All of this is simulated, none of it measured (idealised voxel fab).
The process module presented herein is designated voxel air gaps.
Displayed cross-section: cut, width of 190 nm, square cells sized 5 nm.
Cross-section, as written here: a square-cell grid given band by band from the top down, where a band holds one or more rows of cells. Top height, bottom height, nm. Materials left to right, width each, nm. Single material + "throughout" = fills band edge to edge. "blank" = empty. Heads up on the height convention: 0 is the point under which the incoming wafer is all one material, and the lowest band has no bottom, it just keeps going down, like "0 and below". With a width like "30->40", each row of cells in the band differs from the next by the same amount, the top row carrying the first number and the bottom row the second. No cell of the cross-section changed in a step that is given as "nothing was modified". Sealed voids: empty space of 8 cells or more with no open way to the top, each as width x height at its distance from the left edge, in nm. Read whatever lies past the settings on a step's line as the simulator's own remark about the step. When a step includes a mask, the "overlay nm" setting on its line states how far to the right of its planned place that mask lay, and negative values state how far to the left.
Planned process steps
step 1: RECEIVE (material Si)
step 2: CONFORMAL_DEP (material SiO2; thk nm 15)
step 3: CONFORMAL_DEP (material SiCN; thk nm 5)
step 4: DIRECTIONAL_DEP (material lowk; thk nm 35)
step 5: DIRECTIONAL_DEP (material aC; thk nm 15)
step 6: PATTERN (tone open; mask id LINES; material resist; width nm 15; pitch nm 45; thk nm 30; overlay nm 0)
step 7: DIRECTIONAL_ETCH (etch materials aC; depth nm 15)
step 8: STRIP (etch materials resist)
step 9: DIRECTIONAL_ETCH (etch materials lowk; depth nm 35)
step 10: STRIP (etch materials aC)
step 11: CONFORMAL_DEP (material TiN; thk nm 5)
step 12: FILL_DEP (material Cu; thk nm 10)
step 13: CMP (height nm 55)
step 14: EPI (material Ru; thk nm 10)
step 15: SELECTIVE_ETCH (etch materials lowk; depth nm 45)
step 16: CONFORMAL_DEP (material SiCN; thk nm 5)
The first of the two wafers, which ran as planned
Incoming wafer, cross-sectional view, post step 1
	0 and below | Si throughout
	Sealed voids: none
Step 2 complete: cross-section through the wafer
	15 down to 0 | SiO2 throughout
	Beneath the level 0, the cross-section is identical to its previous state.
Step 3 complete: cross-section through the wafer
	20 down to 15 | SiCN throughout
	Beneath the level 15, the cross-section is identical to its previous state.
Step 4 complete: cross-section through the wafer
	55 down to 20 | lowk throughout
	Beneath the level 20, the cross-section is identical to its previous state.
Step 5 complete: cross-section through the wafer
	70 down to 55 | aC throughout
	Beneath the level 55, the cross-section is identical to its previous state.
Step 6 complete: cross-section through the wafer
	100 down to 70 | resist 40  blank 15  resist 30  blank 15  resist 30  blank 15  resist 45
	Beneath the level 70, the cross-section is identical to its previous state.
Step 7 complete: cross-section through the wafer
	85 down to 70 | resist 40  blank 15  resist 30  blank 15  resist 30  blank 15  resist 45
	70 down to 55 | aC 40  blank 15  aC 30  blank 15  aC 30  blank 15  aC 45
	Beneath the level 55, the cross-section is identical to its previous state.
Step 8 complete: cross-section through the wafer
	70 down to 55 | aC 40  blank 15  aC 30  blank 15  aC 30  blank 15  aC 45
	Beneath the level 55, the cross-section is identical to its previous state.
Step 9 complete: cross-section through the wafer
	70 down to 55 | aC 40  blank 15  aC 30  blank 15  aC 30  blank 15  aC 45
	55 down to 20 | lowk 40  blank 15  lowk 30  blank 15  lowk 30  blank 15  lowk 45
	Beneath the level 20, the cross-section is identical to its previous state.
Step 10 complete: cross-section through the wafer
	55 down to 20 | lowk 40  blank 15  lowk 30  blank 15  lowk 30  blank 15  lowk 45
	Beneath the level 20, the cross-section is identical to its previous state.
Step 11 complete: cross-section through the wafer
	60 down to 55 | TiN 45  blank 5  TiN 40  blank 5  TiN 40  blank 5  TiN 50
	55 down to 25 | lowk 40  TiN 5  blank 5  TiN 5  lowk 30  TiN 5  blank 5  TiN 5  lowk 30  TiN 5  blank 5  TiN 5  lowk 45
	25 down to 20 | lowk 40  TiN 15  lowk 30  TiN 15  lowk 30  TiN 15  lowk 45
	Beneath the level 20, the cross-section is identical to its previous state.
Step 12 complete: cross-section through the wafer
	70 down to 60 | Cu throughout
	60 down to 55 | TiN 45  Cu 5  TiN 40  Cu 5  TiN 40  Cu 5  TiN 50
	55 down to 25 | lowk 40  TiN 5  Cu 5  TiN 5  lowk 30  TiN 5  Cu 5  TiN 5  lowk 30  TiN 5  Cu 5  TiN 5  lowk 45
	Beneath the level 25, the cross-section is identical to its previous state.
Step 13 complete: cross-section through the wafer
	55 down to 25 | lowk 40  TiN 5  Cu 5  TiN 5  lowk 30  TiN 5  Cu 5  TiN 5  lowk 30  TiN 5  Cu 5  TiN 5  lowk 45
	Beneath the level 25, the cross-section is identical to its previous state.
Step 14 complete: cross-section through the wafer
	65 down to 55 | blank 30  Ru 35  blank 10  Ru 35  blank 10  Ru 35  blank 35
	Beneath the level 55, the cross-section is identical to its previous state.
Step 15 complete: cross-section through the wafer
	65 down to 55 | blank 30  Ru 35  blank 10  Ru 35  blank 10  Ru 35  blank 35
	55 down to 25 | blank 40  TiN 5  Cu 5  TiN 5  blank 30  TiN 5  Cu 5  TiN 5  blank 30  TiN 5  Cu 5  TiN 5  blank 45
	25 down to 20 | blank 40  TiN 15  blank 30  TiN 15  blank 30  TiN 15  blank 45
	Beneath the level 20, the cross-section is identical to its previous state.
Step 16 complete: cross-section through the wafer
	70 down to 65 | blank 25  SiCN 135  blank 30
	65 down to 55 | blank 25  SiCN 5  Ru 35  SiCN 10  Ru 35  SiCN 10  Ru 35  SiCN 5  blank 30
	55 down to 50 | blank 25  SiCN 15  TiN 5  Cu 5  TiN 5  SiCN 30  TiN 5  Cu 5  TiN 5  SiCN 30  TiN 5  Cu 5  TiN 5  SiCN 15  blank 30
	50 down to 25 | blank 35  SiCN 5  TiN 5  Cu 5  TiN 5  SiCN 5  blank 20  SiCN 5  TiN 5  Cu 5  TiN 5  SiCN 5  blank 20  SiCN 5  TiN 5  Cu 5  TiN 5  SiCN 5  blank 40
	25 down to 20 | SiCN 40  TiN 15  SiCN 30  TiN 15  SiCN 30  TiN 15  SiCN 45
	Beneath the level 20, the cross-section is identical to its previous state.
	Sealed voids: 20 x 25 at 60; 20 x 25 at 105
Second wafer, same starting conditions and recipe as the first, one mistake in executing it, nothing differs from the first up to and including step 5
Second wafer profile in section, at the moment step 6 of the plan was meant to be complete
	100 down to 70 | blank 40  resist 15  blank 30  resist 15  blank 30  resist 15  blank 45
	Beneath the level 70, the cross-section is identical to its previous state.
Second wafer profile in section, at the moment step 7 of the plan was meant to be complete
	85 down to 70 | blank 40  resist 15  blank 30  resist 15  blank 30  resist 15  blank 45
	70 down to 55 | blank 40  aC 15  blank 30  aC 15  blank 30  aC 15  blank 45
	Beneath the level 55, the cross-section is identical to its previous state.
Second wafer profile in section, at the moment step 8 of the plan was meant to be complete
	70 down to 55 | blank 40  aC 15  blank 30  aC 15  blank 30  aC 15  blank 45
	Beneath the level 55, the cross-section is identical to its previous state.
Second wafer profile in section, at the moment step 9 of the plan was meant to be complete
	70 down to 55 | blank 40  aC 15  blank 30  aC 15  blank 30  aC 15  blank 45
	55 down to 20 | blank 40  lowk 15  blank 30  lowk 15  blank 30  lowk 15  blank 45
	Beneath the level 20, the cross-section is identical to its previous state.
Second wafer profile in section, at the moment step 10 of the plan was meant to be complete
	55 down to 20 | blank 40  lowk 15  blank 30  lowk 15  blank 30  lowk 15  blank 45
	Beneath the level 20, the cross-section is identical to its previous state.
Second wafer profile in section, at the moment step 11 of the plan was meant to be complete
	60 down to 55 | blank 35  TiN 25  blank 20  TiN 25  blank 20  TiN 25  blank 40
	55 down to 25 | blank 35  TiN 5  lowk 15  TiN 5  blank 20  TiN 5  lowk 15  TiN 5  blank 20  TiN 5  lowk 15  TiN 5  blank 40
	25 down to 20 | TiN 40  lowk 15  TiN 30  lowk 15  TiN 30  lowk 15  TiN 45
	Beneath the level 20, the cross-section is identical to its previous state.
Second wafer profile in section, at the moment step 12 of the plan was meant to be complete
	70 down to 60 | Cu throughout
	60 down to 55 | Cu 35  TiN 25  Cu 20  TiN 25  Cu 20  TiN 25  Cu 40
	55 down to 25 | Cu 35  TiN 5  lowk 15  TiN 5  Cu 20  TiN 5  lowk 15  TiN 5  Cu 20  TiN 5  lowk 15  TiN 5  Cu 40
	Beneath the level 25, the cross-section is identical to its previous state.
Second wafer profile in section, at the moment step 13 of the plan was meant to be complete
	55 down to 25 | Cu 35  TiN 5  lowk 15  TiN 5  Cu 20  TiN 5  lowk 15  TiN 5  Cu 20  TiN 5  lowk 15  TiN 5  Cu 40
	Beneath the level 25, the cross-section is identical to its previous state.
Second wafer profile in section, at the moment step 14 of the plan was meant to be complete
	65 down to 55 | Ru throughout
	Beneath the level 55, the cross-section is identical to its previous state.
Second wafer profile in section, at the moment step 15 of the plan was meant to be complete: nothing was modified
Second wafer profile in section, at the moment step 16 of the plan was meant to be complete
	70 down to 65 | SiCN throughout
	Beneath the level 65, the cross-section is identical to its previous state.
Finding, execution versus plan: step 6 deviated from plan and actually ran as PATTERN (tone cover; mask id LINES; material resist; width nm 15; pitch nm 45; thk nm 30; overlay nm 0)
Once processing is complete, comparing cell counts shows that the second wafer has more or fewer of certain materials than the first: +120 Cu; +34 Ru; -78 SiCN; +20 TiN; +63 lowk
Closed voids, final: 2 / 0 (first wafer / second wafer).
